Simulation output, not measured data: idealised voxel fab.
Process module, titled voxel wiring stack
Cross-section cut spans 165 nm and uses square cells 5 nm in size.
Cross-section format: a grid of square cells, given as bands from top to bottom; each band is one or more rows of cells. Read a band's entry like this: the first values are the height of its top and the height of its bottom in nm, and what follows is the sequence of materials from left to right, each with its width in nm. Note that "empty" is empty space, and that a single material marked "full width" reaches across the band from edge to edge. Heights are measured from 0, the level below which the as-received wafer is all one material; the lowest band has no bottom and continues downward, written as in "0 nm and below". You'd read "30..40" like this: the band's top row of cells is as wide as the first number, its bottom row is as wide as the second, and going down, every row changes width by the same amount as the row before did. What does "changes: none" mean for a step? It means no cell of the cross-section changed in that step. "Closed cavity list" lists enclosed empty spaces (at least 8 cells, no open path upward to the top), each as width x height at distance from the left edge, in nm. Read whatever lies past the settings on a step's line as the simulator's own remark about the step. "overlay nm" answers the question of how far to the right of plan the mask lay on a step that has a mask, and when it is negative the answer is to the left.
The planned process steps are enumerated hereunder
| 1 | RECEIVE [material Si] |
| 2 | CONFORMAL_DEP [material SiO2] [thk nm 15] |
| 3 | DIRECTIONAL_DEP [material TiN] [thk nm 5] |
| 4 | DIRECTIONAL_DEP [material Ru] [thk nm 15] |
| 5 | MASKED_ETCH [tone cover] [mask id METAL_1] [width nm 25] [pitch nm 50] [etch materials Ru] [depth nm 15] [overlay nm 0] |
| 6 | MASKED_ETCH [tone cover] [mask id METAL_1] [width nm 25] [pitch nm 50] [etch materials TiN] [depth nm 5] [overlay nm 0] |
| 7 | CONFORMAL_DEP [material SiCN] [thk nm 5] |
| 8 | FILL_DEP [material SiO2] [thk nm 10] |
| 9 | CMP [height nm 35] |
| 10 | CONFORMAL_DEP [material SiCN] [thk nm 5] |
| 11 | DIRECTIONAL_DEP [material SiO2] [thk nm 30] |
| 12 | MASKED_ETCH [tone open] [mask id METAL_2] [width nm 25] [pitch nm 50] [etch materials SiO2] [depth nm 15] [overlay nm 0] |
| 13 | MASKED_ETCH [tone open] [mask id METAL_2_HOLES] [width nm 15] [etch materials SiO2] [depth nm 15] [overlay nm 0] |
| 14 | MASKED_ETCH [tone open] [mask id METAL_2_HOLES] [width nm 15] [etch materials SiCN] [depth nm 5] [overlay nm 0] |
| 15 | CONFORMAL_DEP [material TiN] [thk nm 5] |
| 16 | FILL_DEP [material Cu] [thk nm 5] |
| 17 | CMP [height nm 70] |
| 18 | CONFORMAL_DEP [material SiCN] [thk nm 5] |
Cross-section of the wafer as it came to us, i.e., already through step 1
* 0 nm and below = Si full width
* Closed cavity list: none
Wafer cross-section at module end: first of two, run to plan
* 75 nm to 70 nm = SiCN full width
* 70 nm to 60 nm = 45 of SiO2, then 5 of TiN, then 15 of Cu, then 5 of TiN, then 25 of SiO2, then 5 of TiN, then 15 of Cu, then 5 of TiN, then 45 of SiO2
* 60 nm to 55 nm = 45 of SiO2, then 5 of TiN, then 5 of Cu, then 15 of TiN, then 25 of SiO2, then 25 of TiN, then 45 of SiO2
* 55 nm to 40 nm = 45 of SiO2, then 5 of TiN, then 5 of Cu, then 5 of TiN, then 105 of SiO2
* 40 nm to 35 nm = 45 of SiCN, then 15 of TiN, then 105 of SiCN
* 35 nm to 20 nm = 40 of SiO2, then 5 of SiCN, then 25 of Ru, then 5 of SiCN, then 15 of SiO2, then 5 of SiCN, then 25 of Ru, then 5 of SiCN, then 40 of SiO2
* 20 nm to 15 nm = 45 of SiCN, then 25 of TiN, then 25 of SiCN, then 25 of TiN, then 45 of SiCN
* 15 nm to 0 nm = SiO2 full width
* 0 nm and below = Si full width
* Closed cavity list: none
Wafer two, end of module, cross-section. Same start, same plan as wafer one. One mistake in the run
* 75 nm to 70 nm = SiCN full width
* 70 nm to 60 nm = 45 of SiO2, then 5 of TiN, then 15 of Cu, then 5 of TiN, then 25 of SiO2, then 5 of TiN, then 15 of Cu, then 5 of TiN, then 45 of SiO2
* 60 nm to 55 nm = 45 of SiO2, then 5 of TiN, then 5 of Cu, then 15 of TiN, then 25 of SiO2, then 25 of TiN, then 45 of SiO2
* 55 nm to 40 nm = 45 of SiO2, then 5 of TiN, then 5 of Cu, then 5 of TiN, then 105 of SiO2
* 40 nm to 35 nm = 45 of SiCN, then 15 of TiN, then 105 of SiCN
* 35 nm to 30 nm = 45 of SiCN, then 25 of TiN, then 25 of SiCN, then 25 of TiN, then 45 of SiCN
* 30 nm to 0 nm = SiO2 full width
* 0 nm and below = Si full width
* Closed cavity list: none
Plan not followed: plan step 2 was conducted twice
Per the end-of-run cell counts, the second wafer holds more or fewer of some materials than the first: 30 fewer of Ru, 12 fewer of SiCN, 42 more of SiO2
